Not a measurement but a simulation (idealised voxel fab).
Module name: voxel self aligned vias (process module)
Square cells of 5 nm make up the cross-section cut, whose width is 245 nm.
Cross-section spec: square-cell grid; bands listed top down; each band is one or more rows. First you get the band's top height and its bottom height, in nm, and then the materials it's made of, left to right, with each width in nm. If you see a single material with "throughout", that one covers the band edge to edge. "empty" is empty space. The reference from which all heights are counted is 0, the level beneath which the as-received wafer is entirely one material; the lowest band, having no lower bound, proceeds downward and is written after the example "0 down". The width entry "30 to 40" should be interpreted row by row: the top row of cells in the band takes the first number, the bottom row takes the second number, and the change between adjacent rows is uniform throughout. What does "no modifications" mean for a step? It means no cell of the cross-section changed in that step. "Closed internal voids": empty spaces of 8 cells or more with no open way to the top, each given as width x height at distance, distance from the left edge, all in nm. Text after the settings on a step's line: the simulator's own remark on that step. Among the settings permitted on a step's line is "overlay nm"; applied to a step with a mask, it specifies the extent to which the mask lay to the right of its planned position, whereas a negative figure signifies a position to the left.

# Process steps - plan
1) RECEIVE with material Si
2) CONFORMAL_DEP with material SiO2, thk nm 15
3) CONFORMAL_DEP with material SiCN, thk nm 5
4) DIRECTIONAL_DEP with material SiO2, thk nm 20
5) MASKED_ETCH with tone open, mask id LINES, width nm 25, pitch nm 60, etch materials SiO2, depth nm 20, overlay nm 0
6) CONFORMAL_DEP with material TiN, thk nm 5
7) FILL_DEP with material W, thk nm 10
8) CMP with height nm 40
9) SELECTIVE_ETCH with etch materials W Ru TiN, depth nm 10
10) FILL_DEP with material SiN, thk nm 5
11) CMP with height nm 40
12) DIRECTIONAL_DEP with material SiO2, thk nm 15
13) MASKED_ETCH with tone open, mask id VIAS, width nm 45, pitch nm 60, etch materials SiO2, depth nm 15, overlay nm 0
14) MASKED_ETCH with tone open, mask id VIAS, width nm 45, pitch nm 60, etch materials SiN, depth nm 10, overlay nm 0
15) CONFORMAL_DEP with material TiN, thk nm 5
16) FILL_DEP with material Cu, thk nm 10
17) CMP with height nm 55
18) CONFORMAL_DEP with material SiCN, thk nm 5

# First of two wafers: run as planned

# As received (post step 1): cross-section
> 0 down: Si throughout
> Closed internal voids: none

# Once step 2 is through, the wafer looks like this in cross-section
> 15 to 0: SiO2 throughout
> Anything lower than 0 is untouched.

# Once step 3 is through, the wafer looks like this in cross-section
> 20 to 15: SiCN throughout
> Anything lower than 15 is untouched.

# Once step 4 is through, the wafer looks like this in cross-section
> 40 to 20: SiO2 throughout
> Anything lower than 20 is untouched.

# Once step 5 is through, the wafer looks like this in cross-section
> 40 to 20: 80 nm SiO2; 25 nm empty; 35 nm SiO2; 25 nm empty; 80 nm SiO2
> Anything lower than 20 is untouched.

# Once step 6 is through, the wafer looks like this in cross-section
> 45 to 40: 85 nm TiN; 15 nm empty; 45 nm TiN; 15 nm empty; 85 nm TiN
> 40 to 25: 80 nm SiO2; 5 nm TiN; 15 nm empty; 5 nm TiN; 35 nm SiO2; 5 nm TiN; 15 nm empty; 5 nm TiN; 80 nm SiO2
> 25 to 20: 80 nm SiO2; 25 nm TiN; 35 nm SiO2; 25 nm TiN; 80 nm SiO2
> Anything lower than 20 is untouched.

# Once step 7 is through, the wafer looks like this in cross-section
> 55 to 45: W throughout
> 45 to 40: 85 nm TiN; 15 nm W; 45 nm TiN; 15 nm W; 85 nm TiN
> 40 to 25: 80 nm SiO2; 5 nm TiN; 15 nm W; 5 nm TiN; 35 nm SiO2; 5 nm TiN; 15 nm W; 5 nm TiN; 80 nm SiO2
> Anything lower than 25 is untouched.

# Once step 8 is through, the wafer looks like this in cross-section
> 40 to 25: 80 nm SiO2; 5 nm TiN; 15 nm W; 5 nm TiN; 35 nm SiO2; 5 nm TiN; 15 nm W; 5 nm TiN; 80 nm SiO2
> Anything lower than 25 is untouched.

# Once step 9 is through, the wafer looks like this in cross-section
> 40 to 30: 80 nm SiO2; 25 nm empty; 35 nm SiO2; 25 nm empty; 80 nm SiO2
> Anything lower than 30 is untouched.

# Once step 10 is through, the wafer looks like this in cross-section
> 45 to 40: SiN throughout
> 40 to 30: 80 nm SiO2; 25 nm SiN; 35 nm SiO2; 25 nm SiN; 80 nm SiO2
> Anything lower than 30 is untouched.

# Once step 11 is through, the wafer looks like this in cross-section
> 40 to 30: 80 nm SiO2; 25 nm SiN; 35 nm SiO2; 25 nm SiN; 80 nm SiO2
> Anything lower than 30 is untouched.

# Once step 12 is through, the wafer looks like this in cross-section
> 55 to 40: SiO2 throughout
> Anything lower than 40 is untouched.

# Once step 13 is through, the wafer looks like this in cross-section
> 55 to 40: 70 nm SiO2; 45 nm empty; 15 nm SiO2; 45 nm empty; 70 nm SiO2
> Anything lower than 40 is untouched.

# Once step 14 is through, the wafer looks like this in cross-section
> 55 to 40: 70 nm SiO2; 45 nm empty; 15 nm SiO2; 45 nm empty; 70 nm SiO2
> 40 to 30: 80 nm SiO2; 25 nm empty; 35 nm SiO2; 25 nm empty; 80 nm SiO2
> Anything lower than 30 is untouched.

# Once step 15 is through, the wafer looks like this in cross-section
> 60 to 55: 75 nm TiN; 35 nm empty; 25 nm TiN; 35 nm empty; 75 nm TiN
> 55 to 45: 70 nm SiO2; 5 nm TiN; 35 nm empty; 5 nm TiN; 15 nm SiO2; 5 nm TiN; 35 nm empty; 5 nm TiN; 70 nm SiO2
> 45 to 35: 70 to 80 nm SiO2; 15 to 5 nm TiN; 15 nm empty; 15 to 5 nm TiN; 15 to 35 nm SiO2; 15 to 5 nm TiN; 15 nm empty; 15 to 5 nm TiN; 70 to 80 nm SiO2
> 35 to 30: 80 nm SiO2; 25 nm TiN; 35 nm SiO2; 25 nm TiN; 80 nm SiO2
> Anything lower than 30 is untouched.

# Once step 16 is through, the wafer looks like this in cross-section
> 70 to 60: Cu throughout
> 60 to 55: 75 nm TiN; 35 nm Cu; 25 nm TiN; 35 nm Cu; 75 nm TiN
> 55 to 45: 70 nm SiO2; 5 nm TiN; 35 nm Cu; 5 nm TiN; 15 nm SiO2; 5 nm TiN; 35 nm Cu; 5 nm TiN; 70 nm SiO2
> 45 to 35: 70 to 80 nm SiO2; 15 to 5 nm TiN; 15 nm Cu; 15 to 5 nm TiN; 15 to 35 nm SiO2; 15 to 5 nm TiN; 15 nm Cu; 15 to 5 nm TiN; 70 to 80 nm SiO2
> Anything lower than 35 is untouched.

# Once step 17 is through, the wafer looks like this in cross-section
> 55 to 45: 70 nm SiO2; 5 nm TiN; 35 nm Cu; 5 nm TiN; 15 nm SiO2; 5 nm TiN; 35 nm Cu; 5 nm TiN; 70 nm SiO2
> Anything lower than 45 is untouched.

# Once step 18 is through, the wafer looks like this in cross-section
> 60 to 55: SiCN throughout
> Anything lower than 55 is untouched.

# Second wafer: same start and same plan as the first, one execution error; identical to the first through step 12

# Second wafer, section view, time point: scheduled end of step 13
> 55 to 40: 65 nm SiO2; 45 nm empty; 15 nm SiO2; 45 nm empty; 75 nm SiO2
> Anything lower than 40 is untouched.

# Second wafer, section view, time point: scheduled end of step 14
> 55 to 40: 65 nm SiO2; 45 nm empty; 15 nm SiO2; 45 nm empty; 75 nm SiO2
> 40 to 30: 80 nm SiO2; 25 nm empty; 35 nm SiO2; 25 nm empty; 80 nm SiO2
> Anything lower than 30 is untouched.

# Second wafer, section view, time point: scheduled end of step 15
> 60 to 55: 70 nm TiN; 35 nm empty; 25 nm TiN; 35 nm empty; 80 nm TiN
> 55 to 45: 65 nm SiO2; 5 nm TiN; 35 nm empty; 5 nm TiN; 15 nm SiO2; 5 nm TiN; 35 nm empty; 5 nm TiN; 75 nm SiO2
> 45 to 35: 65 to 80 nm SiO2; 20 to 5 nm TiN; 15 nm empty; 10 to 5 nm TiN; 15 to 35 nm SiO2; 20 to 5 nm TiN; 15 nm empty; 10 to 5 nm TiN; 75 to 80 nm SiO2
> 35 to 30: 80 nm SiO2; 25 nm TiN; 35 nm SiO2; 25 nm TiN; 80 nm SiO2
> Anything lower than 30 is untouched.

# Second wafer, section view, time point: scheduled end of step 16
> 70 to 60: Cu throughout
> 60 to 55: 70 nm TiN; 35 nm Cu; 25 nm TiN; 35 nm Cu; 80 nm TiN
> 55 to 45: 65 nm SiO2; 5 nm TiN; 35 nm Cu; 5 nm TiN; 15 nm SiO2; 5 nm TiN; 35 nm Cu; 5 nm TiN; 75 nm SiO2
> 45 to 35: 65 to 80 nm SiO2; 20 to 5 nm TiN; 15 nm Cu; 10 to 5 nm TiN; 15 to 35 nm SiO2; 20 to 5 nm TiN; 15 nm Cu; 10 to 5 nm TiN; 75 to 80 nm SiO2
> Anything lower than 35 is untouched.

# Second wafer, section view, time point: scheduled end of step 17
> 55 to 45: 65 nm SiO2; 5 nm TiN; 35 nm Cu; 5 nm TiN; 15 nm SiO2; 5 nm TiN; 35 nm Cu; 5 nm TiN; 75 nm SiO2
> Anything lower than 45 is untouched.

# Second wafer, section view, time point: scheduled end of step 18
> 60 to 55: SiCN throughout
> Anything lower than 55 is untouched.
What was the processing mistake? not per plan at step 13, really ran MASKED_ETCH with tone open, mask id VIAS, width nm 45, pitch nm 60, etch materials SiO2, depth nm 15, overlay nm -5
If you tally the cells, the second wafer ends up with the same amount of every material as the first; it's all just sitting in different places.
